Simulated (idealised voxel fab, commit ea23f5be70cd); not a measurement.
Documented hereafter: the process module known as voxel fin reveal.
200 nm wide, 5 nm square cells: that's cross-section cut.
For the purposes of this document, a cross-section shall be understood as a grid of square cells, specified as bands listed in top-to-bottom order, each band consisting of one or more rows of cells. The band entry comprises the height of the band's top followed by the height of its bottom, expressed in nm, and subsequently the band's materials from left to right, each stated together with its width in nm. Where a single material is marked with the word "all across", that material fills the band from edge to edge. The word "air" represents empty space. Heights are reckoned from 0. Under this level, the received wafer is all of one material. The bottommost band is open-ended downward, for example "0 -> down". Read "30..40" as a graded width: first number on top, second number at the bottom, same change between each pair of neighbouring rows. A step reported as "nothing different" is a step in which no cell of the cross-section changed. The entry titled "Sealed internal voids" provides the empty spaces that have no open way to the top, restricted to those of 8 cells or more. Each is presented as width x height at distance, the distance being measured from the left edge, with all three in nm. Past the settings on a step's line: simulator remark, on that step. "overlay nm" on a masked step: distance the mask lay right of its planned place, negative for left.
-- The following list gives the planned process steps
| 1 | RECEIVE,material Si |
| 2 | CONFORMAL_DEP,material SiN,thk nm 5 |
| 3 | DIRECTIONAL_DEP,material aC,thk nm 15 |
| 4 | PATTERN,tone cover,mask id FINS,material resist,width nm 15,pitch nm 35,thk nm 35,overlay nm 0 |
| 5 | DIRECTIONAL_ETCH,etch materials aC,depth nm 15 |
| 6 | STRIP,etch materials resist |
| 7 | DIRECTIONAL_ETCH,etch materials SiN,depth nm 5 |
| 8 | DIRECTIONAL_ETCH,etch materials Si,depth nm 35 |
| 9 | STRIP,etch materials aC |
| 10 | OXIDIZE,depth nm 5 |
| 11 | FILL_DEP,material SiO2,thk nm 15 |
| 12 | CMP,height nm -5 |
| 13 | SELECTIVE_ETCH,etch materials SiO2,depth nm 20 |
| 14 | STRIP,etch materials SiN |
| 15 | CONFORMAL_DEP,material SiO2,thk nm 5 |
For this document, wafers share an identical start and vary in the step 12 height nm; the plan quotes the first wafer's value.
-- Here's the first of the wafers in cross-section, just as we got it, i.e. after step 1
0 -> down: Si all across
Sealed internal voids: none
-- Last step of the module is step 15; after it, the first of several wafers in cross-section
0 -> -5: air 75  SiO2 15  air 20  SiO2 15  air 75
-5 -> -20: air 75  SiO2 5  Si 5  SiO2 5  air 20  SiO2 5  Si 5  SiO2 5  air 75
-20 -> -40: SiO2 80  Si 5  SiO2 30  Si 5  SiO2 80
-40 -> down: Si all across
Sealed internal voids: none
-- Last wafer, end of module, cross-section
5 -> 0: SiO2 all across
0 -> -40: SiO2 80  Si 5  SiO2 30  Si 5  SiO2 80
-40 -> down: Si all across
Sealed internal voids: none
-- Where each wafer stands at the end of the module, a row apiece: cells of each material gained (+) or lost (-) since it was received, then closed voids
height nm -5 | -306 Si | +170 SiO2 | Sealed internal voids: none
height nm 0 | -304 Si | +208 SiO2 | Sealed internal voids: none
height nm 5 | -304 Si | +242 SiO2 | Sealed internal voids: none
height nm 10 | -304 Si | +276 SiO2 | Sealed internal voids: none
height nm 15 | -304 Si | +310 SiO2 | Sealed internal voids: none
height nm 20 | -304 Si | +344 SiO2 | Sealed internal voids: none
